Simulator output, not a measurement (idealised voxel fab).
The following is a process module called voxel tone inversion.
Section shown: cut. Width: 255 nm. Cell size: 5 nm, square.
In this document a cross-section is written as a grid of square cells. It is given as a series of bands, listed from the top down, and a band is one or more rows of cells. Top, bottom (nm), then materials left to right with widths (nm); lone material tagged "everywhere" fills the whole band edge to edge; "blank" = empty space. Height 0 is the level under which the wafer as received is all one material. The lowest band goes on downwards, as in "from 0 down". Per-row width for "30 to 40": begins at first number (top row of band), ends at second number (bottom row), increment between rows held constant. Any step labelled "remained the same" changed none of the cells in the cross-section. This entry, "Enclosed void catalog", enumerates those empty regions of no fewer than 8 cells that possess no open connection to the top. Each region is reported in the form width x height at distance, the distance being taken from the left edge, with all three quantities expressed in nm. Formally, on a step line, whatever follows the settings is a remark that the simulator itself makes on the step. Each step line may optionally specify "overlay nm", which for a step with a mask gives the rightward distance between the mask's planned place and where it lay, a negative value indicating the leftward direction.

This section lists the process steps that were planned:
step 1: op RECEIVE | material Si
step 2: op CONFORMAL_DEP | material SiN | thk nm 5
step 3: op DIRECTIONAL_DEP | material polySi | thk nm 20
step 4: op PATTERN | tone cover | mask id POSTS | material resist | width nm 20 | pitch nm 40 | thk nm 30 | overlay nm 0
step 5: op DIRECTIONAL_ETCH | etch materials polySi | depth nm 20
step 6: op STRIP | etch materials resist
step 7: op FILL_DEP | material lowk | thk nm 5
step 8: op CMP | height nm 25
step 9: op STRIP | etch materials polySi
step 10: op CONFORMAL_DEP | material TiN | thk nm 5
step 11: op FILL_DEP | material Cu | thk nm 5
step 12: op CMP | height nm 25
step 13: op CONFORMAL_DEP | material SiN | thk nm 5

First of the two wafers, run per plan:

Cross-section, incoming material, after step 1:
- from 0 down: Si everywhere
- Enclosed void catalog: none

Cross-section of the wafer after step 2:
- from 5 to 0: SiN everywhere
- Anything lower than 0 is untouched.

Cross-section of the wafer after step 3:
- from 25 to 5: polySi everywhere
- Anything lower than 5 is untouched.

Cross-section of the wafer after step 4:
- from 55 to 25: blank 55 nm, resist 20 nm, blank 20 nm, resist 20 nm, blank 20 nm, resist 20 nm, blank 20 nm, resist 20 nm, blank 60 nm
- Anything lower than 25 is untouched.

Cross-section of the wafer after step 5:
- from 55 to 25: blank 55 nm, resist 20 nm, blank 20 nm, resist 20 nm, blank 20 nm, resist 20 nm, blank 20 nm, resist 20 nm, blank 60 nm
- from 25 to 5: blank 55 nm, polySi 20 nm, blank 20 nm, polySi 20 nm, blank 20 nm, polySi 20 nm, blank 20 nm, polySi 20 nm, blank 60 nm
- Anything lower than 5 is untouched.

Cross-section of the wafer after step 6:
- from 25 to 5: blank 55 nm, polySi 20 nm, blank 20 nm, polySi 20 nm, blank 20 nm, polySi 20 nm, blank 20 nm, polySi 20 nm, blank 60 nm
- Anything lower than 5 is untouched.

Cross-section of the wafer after step 7:
- from 30 to 25: lowk everywhere
- from 25 to 5: lowk 55 nm, polySi 20 nm, lowk 20 nm, polySi 20 nm, lowk 20 nm, polySi 20 nm, lowk 20 nm, polySi 20 nm, lowk 60 nm
- Anything lower than 5 is untouched.

Cross-section of the wafer after step 8:
- from 25 to 5: lowk 55 nm, polySi 20 nm, lowk 20 nm, polySi 20 nm, lowk 20 nm, polySi 20 nm, lowk 20 nm, polySi 20 nm, lowk 60 nm
- Anything lower than 5 is untouched.

Cross-section of the wafer after step 9:
- from 25 to 5: lowk 55 nm, blank 20 nm, lowk 20 nm, blank 20 nm, lowk 20 nm, blank 20 nm, lowk 20 nm, blank 20 nm, lowk 60 nm
- Anything lower than 5 is untouched.

Cross-section of the wafer after step 10:
- from 30 to 25: TiN 60 nm, blank 10 nm, TiN 30 nm, blank 10 nm, TiN 30 nm, blank 10 nm, TiN 30 nm, blank 10 nm, TiN 65 nm
- from 25 to 10: lowk 55 nm, TiN 5 nm, blank 10 nm, TiN 5 nm, lowk 20 nm, TiN 5 nm, blank 10 nm, TiN 5 nm, lowk 20 nm, TiN 5 nm, blank 10 nm, TiN 5 nm, lowk 20 nm, TiN 5 nm, blank 10 nm, TiN 5 nm, lowk 60 nm
- from 10 to 5: lowk 55 nm, TiN 20 nm, lowk 20 nm, TiN 20 nm, lowk 20 nm, TiN 20 nm, lowk 20 nm, TiN 20 nm, lowk 60 nm
- Anything lower than 5 is untouched.

Cross-section of the wafer after step 11:
- from 35 to 30: Cu everywhere
- from 30 to 25: TiN 60 nm, Cu 10 nm, TiN 30 nm, Cu 10 nm, TiN 30 nm, Cu 10 nm, TiN 30 nm, Cu 10 nm, TiN 65 nm
- from 25 to 10: lowk 55 nm, TiN 5 nm, Cu 10 nm, TiN 5 nm, lowk 20 nm, TiN 5 nm, Cu 10 nm, TiN 5 nm, lowk 20 nm, TiN 5 nm, Cu 10 nm, TiN 5 nm, lowk 20 nm, TiN 5 nm, Cu 10 nm, TiN 5 nm, lowk 60 nm
- Anything lower than 10 is untouched.

Cross-section of the wafer after step 12:
- from 25 to 10: lowk 55 nm, TiN 5 nm, Cu 10 nm, TiN 5 nm, lowk 20 nm, TiN 5 nm, Cu 10 nm, TiN 5 nm, lowk 20 nm, TiN 5 nm, Cu 10 nm, TiN 5 nm, lowk 20 nm, TiN 5 nm, Cu 10 nm, TiN 5 nm, lowk 60 nm
- Anything lower than 10 is untouched.

Cross-section of the wafer after step 13:
- from 30 to 25: SiN everywhere
- Anything lower than 25 is untouched.

Now the other wafer: same start, same recipe, but we messed up one thing when running it. Up to and including step 3 it's the same as the first one:

Here is the second wafer in cross-section at the point where step 4 of the plan should have been done:
- from 55 to 25: resist 55 nm, blank 20 nm, resist 20 nm, blank 20 nm, resist 20 nm, blank 20 nm, resist 20 nm, blank 20 nm, resist 60 nm
- Anything lower than 25 is untouched.

Here is the second wafer in cross-section at the point where step 5 of the plan should have been done:
- from 55 to 25: resist 55 nm, blank 20 nm, resist 20 nm, blank 20 nm, resist 20 nm, blank 20 nm, resist 20 nm, blank 20 nm, resist 60 nm
- from 25 to 5: polySi 55 nm, blank 20 nm, polySi 20 nm, blank 20 nm, polySi 20 nm, blank 20 nm, polySi 20 nm, blank 20 nm, polySi 60 nm
- Anything lower than 5 is untouched.

Here is the second wafer in cross-section at the point where step 6 of the plan should have been done:
- from 25 to 5: polySi 55 nm, blank 20 nm, polySi 20 nm, blank 20 nm, polySi 20 nm, blank 20 nm, polySi 20 nm, blank 20 nm, polySi 60 nm
- Anything lower than 5 is untouched.

Here is the second wafer in cross-section at the point where step 7 of the plan should have been done:
- from 30 to 25: lowk everywhere
- from 25 to 5: polySi 55 nm, lowk 20 nm, polySi 20 nm, lowk 20 nm, polySi 20 nm, lowk 20 nm, polySi 20 nm, lowk 20 nm, polySi 60 nm
- Anything lower than 5 is untouched.

Here is the second wafer in cross-section at the point where step 8 of the plan should have been done:
- from 25 to 5: polySi 55 nm, lowk 20 nm, polySi 20 nm, lowk 20 nm, polySi 20 nm, lowk 20 nm, polySi 20 nm, lowk 20 nm, polySi 60 nm
- Anything lower than 5 is untouched.

Here is the second wafer in cross-section at the point where step 9 of the plan should have been done:
- from 25 to 5: blank 55 nm, lowk 20 nm, blank 20 nm, lowk 20 nm, blank 20 nm, lowk 20 nm, blank 20 nm, lowk 20 nm, blank 60 nm
- Anything lower than 5 is untouched.

Here is the second wafer in cross-section at the point where step 10 of the plan should have been done:
- from 30 to 25: blank 50 nm, TiN 30 nm, blank 10 nm, TiN 30 nm, blank 10 nm, TiN 30 nm, blank 10 nm, TiN 30 nm, blank 55 nm
- from 25 to 10: blank 50 nm, TiN 5 nm, lowk 20 nm, TiN 5 nm, blank 10 nm, TiN 5 nm, lowk 20 nm, TiN 5 nm, blank 10 nm, TiN 5 nm, lowk 20 nm, TiN 5 nm, blank 10 nm, TiN 5 nm, lowk 20 nm, TiN 5 nm, blank 55 nm
- from 10 to 5: TiN 55 nm, lowk 20 nm, TiN 20 nm, lowk 20 nm, TiN 20 nm, lowk 20 nm, TiN 20 nm, lowk 20 nm, TiN 60 nm
- Anything lower than 5 is untouched.

Here is the second wafer in cross-section at the point where step 11 of the plan should have been done:
- from 35 to 30: Cu everywhere
- from 30 to 25: Cu 50 nm, TiN 30 nm, Cu 10 nm, TiN 30 nm, Cu 10 nm, TiN 30 nm, Cu 10 nm, TiN 30 nm, Cu 55 nm
- from 25 to 10: Cu 50 nm, TiN 5 nm, lowk 20 nm, TiN 5 nm, Cu 10 nm, TiN 5 nm, lowk 20 nm, TiN 5 nm, Cu 10 nm, TiN 5 nm, lowk 20 nm, TiN 5 nm, Cu 10 nm, TiN 5 nm, lowk 20 nm, TiN 5 nm, Cu 55 nm
- Anything lower than 10 is untouched.

Here is the second wafer in cross-section at the point where step 12 of the plan should have been done:
- from 25 to 10: Cu 50 nm, TiN 5 nm, lowk 20 nm, TiN 5 nm, Cu 10 nm, TiN 5 nm, lowk 20 nm, TiN 5 nm, Cu 10 nm, TiN 5 nm, lowk 20 nm, TiN 5 nm, Cu 10 nm, TiN 5 nm, lowk 20 nm, TiN 5 nm, Cu 55 nm
- Anything lower than 10 is untouched.

Here is the second wafer in cross-section at the point where step 13 of the plan should have been done:
- from 30 to 25: SiN everywhere
- Anything lower than 25 is untouched.
So what did we get wrong on this run? step 4 was processed under conditions differing from the plan, specifically as op PATTERN | tone open | mask id POSTS | material resist | width nm 20 | pitch nm 40 | thk nm 30 | overlay nm 0
Count the cells at the end and the second wafer has more or fewer of some materials than the first: Cu: 57 more, TiN: 19 more, lowk: 76 fewer
